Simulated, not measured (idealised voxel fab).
The following is a process module called voxel wiring stack.
The figure presents cross-section cut, which has a width of 225 nm and is divided into square cells with an edge length of 5 nm.
Each cross-section below is a grid of square cells, stated as bands in top-down order, with one or more rows of cells making up each band.
A band entry consists of two parts. The first gives the height of the band's top and the height of its bottom, in nm. The rest lists the band's materials from left to right, each with its width in nm. A single material labelled with the word "throughout" fills the band from edge to edge, and the word "empty" marks empty space.
Heights are reckoned from 0. Under this level, the received wafer is all of one material. The bottommost band is open-ended downward, for example "z 0 and below".
Top row gets the first number, bottom row gets the second, and each row in between changes by the same step: that is how a band width like "30->40" works.
Take "no modification" at face value: in the step it is given for, the cross-section changed in none of its cells.
Heads up: "Cavities, closed" only lists the empty pockets with no open path to the top that are 8 cells or more, and it writes them as width x height at distance, distance from the left edge, in nm.
The remark found on a step's line after its settings is issued by the simulator itself and pertains to that step.
Steps that use a mask can have "overlay nm" on their line. It says how far the mask sat to the right of where it was meant to be. Negative means to the left.

## This section lists the process steps that were planned
1,RECEIVE [material Si]
2,CONFORMAL_DEP [material SiO2] [thk nm 10]
3,CONFORMAL_DEP [material SiCN] [thk nm 5]
4,DIRECTIONAL_DEP [material SiO2] [thk nm 15]
5,DIRECTIONAL_DEP [material aC] [thk nm 15]
6,PATTERN [tone open] [mask id METAL_1] [material resist] [width nm 25] [pitch nm 50] [thk nm 30] [overlay nm 0]
7,DIRECTIONAL_ETCH [etch materials aC] [depth nm 15]
8,STRIP [etch materials resist]
9,DIRECTIONAL_ETCH [etch materials SiO2] [depth nm 15]
10,DIRECTIONAL_ETCH [etch materials SiCN] [depth nm 5]
11,STRIP [etch materials aC]
12,CONFORMAL_DEP [material TiN] [thk nm 5]
13,FILL_DEP [material Cu] [thk nm 10]
14,CMP [height nm 30]
15,CONFORMAL_DEP [material SiCN] [thk nm 5]
16,DIRECTIONAL_DEP [material lowk] [thk nm 15]
17,MASKED_ETCH [tone open] [mask id PLUG_1] [width nm 15] [pitch nm 50] [etch materials lowk] [depth nm 15] [overlay nm 0]
18,MASKED_ETCH [tone open] [mask id PLUG_1] [width nm 15] [pitch nm 50] [etch materials SiCN] [depth nm 5] [overlay nm 0]
19,CONFORMAL_DEP [material TiN] [thk nm 5]
20,FILL_DEP [material Ru] [thk nm 10]
21,CMP [height nm 50]
22,DIRECTIONAL_DEP [material TiN] [thk nm 5]
23,DIRECTIONAL_DEP [material W] [thk nm 15]
24,PATTERN [tone cover] [mask id METAL_2] [material resist] [width nm 25] [pitch nm 50] [thk nm 20] [overlay nm 0]
25,DIRECTIONAL_ETCH [etch materials W] [depth nm 15]
26,DIRECTIONAL_ETCH [etch materials TiN] [depth nm 5]
27,STRIP [etch materials resist]
28,CONFORMAL_DEP [material SiN] [thk nm 5]
29,FILL_DEP [material lowk] [thk nm 5]
30,CMP [height nm 70]
31,CONFORMAL_DEP [material SiCN] [thk nm 5]

## This is the cross-section of the wafer as we received it, i.e. after step 1
    z 0 and below: Si throughout
    Cavities, closed: none

## End state of the module in cross-section, given the above starting point and plan and one mistake in execution
    z 75 to 70: SiCN throughout
    z 70 to 55: lowk 80 nm | SiN 5 nm | W 25 nm | SiN 5 nm | lowk 15 nm | SiN 5 nm | W 25 nm | SiN 5 nm | lowk 60 nm
    z 55 to 50: SiN 85 nm | TiN 25 nm | SiN 25 nm | TiN 25 nm | SiN 65 nm
    z 50 to 35: lowk 75 nm | TiN 5 nm | Ru 5 nm | TiN 5 nm | lowk 35 nm | TiN 5 nm | Ru 5 nm | TiN 5 nm | lowk 85 nm
    z 35 to 30: SiCN 75 nm | TiN 15 nm | SiCN 35 nm | TiN 15 nm | SiCN 85 nm
    z 30 to 15: SiO2 75 nm | TiN 5 nm | Cu 15 nm | TiN 5 nm | SiO2 25 nm | TiN 5 nm | Cu 15 nm | TiN 5 nm | SiO2 75 nm
    z 15 to 10: SiCN 75 nm | TiN 25 nm | SiCN 25 nm | TiN 25 nm | SiCN 75 nm
    z 10 to 0: SiO2 throughout
    z 0 and below: Si throughout
    Cavities, closed: none
What was done differently from what was planned? planned and actual differ for step 24; actual: PATTERN [tone cover] [mask id METAL_2] [material resist] [width nm 25] [pitch nm 50] [thk nm 20] [overlay nm 10]
